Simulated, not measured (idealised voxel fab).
A process module follows: voxel released beams.
Each square cell in cross-section cut measures 5 nm, and the section as a whole is 185 nm wide.
A cross-section in this document is a grid of square cells, and it is written down as bands, the top band listed before the ones below it; a band is made up of one or more rows of cells. It is stipulated that each band's entry specify, in nanometres, the height of the top of the band and then that of its bottom, followed by the materials of the band in left-to-right sequence, each together with its width in nanometres. A single material marked by the word "all across" is understood to fill the band from edge to edge; the word "blank" is understood to denote empty space. Height is counted from the level 0, under which the received wafer is composed throughout of one material. The lowest of the bands is not closed at the bottom but continues downward, in the notation "z 0 and below". Graded width ("30..40"): value in top row of band = first number; value in bottom row = second number; row-to-row change constant. Key: "remains unaltered" - step with no changed cell in the cross-section. Each empty space that has no open way to the top and spans at least 8 cells appears under "Enclosed internal voids" as width x height at distance, the distance counted from the left edge, all in nm. Where a step's line continues beyond its settings, the continuation is a remark by the simulator itself on that step. overlay nm: for a step with a mask, the amount by which the mask lay right of where it was planned; a negative amount means left of it.

# This section lists the process steps that were planned
1: RECEIVE: material Si
2: CONFORMAL_DEP: material Al2O3, thk nm 5
3: DIRECTIONAL_DEP: material SiO2, thk nm 10
4: DIRECTIONAL_DEP: material aC, thk nm 10
5: PATTERN: tone open, mask id ANCHOR, material resist, width nm 35, thk nm 30, overlay nm 0
6: DIRECTIONAL_ETCH: etch materials aC, depth nm 10
7: STRIP: etch materials resist
8: DIRECTIONAL_ETCH: etch materials SiO2, depth nm 10
9: STRIP: etch materials aC
10: CONFORMAL_DEP: material polySi, thk nm 10
11: MASKED_ETCH: tone cover, mask id BEAM, width nm 85, etch materials polySi, depth nm 10, overlay nm 0
12: STRIP: etch materials SiO2
Same starting wafers, different width nm at step 11. Plan value belongs to the first wafer.

# first wafer as received, after step 1
  z 0 and below: Si all across
  Enclosed internal voids: none

# Table: wafers, a row each; end-of-module cell change per material since receipt, gain (+), loss (-); then closed voids
width nm 85 | +37 Al2O3 | +42 polySi | Enclosed internal voids: none
width nm 90 | +37 Al2O3 | +44 polySi | Enclosed internal voids: none
width nm 95 | +37 Al2O3 | +46 polySi | Enclosed internal voids: none
width nm 100 | +37 Al2O3 | +48 polySi | Enclosed internal voids: none
width nm 105 | +37 Al2O3 | +50 polySi | Enclosed internal voids: none
width nm 110 | +37 Al2O3 | +52 polySi | Enclosed internal voids: none
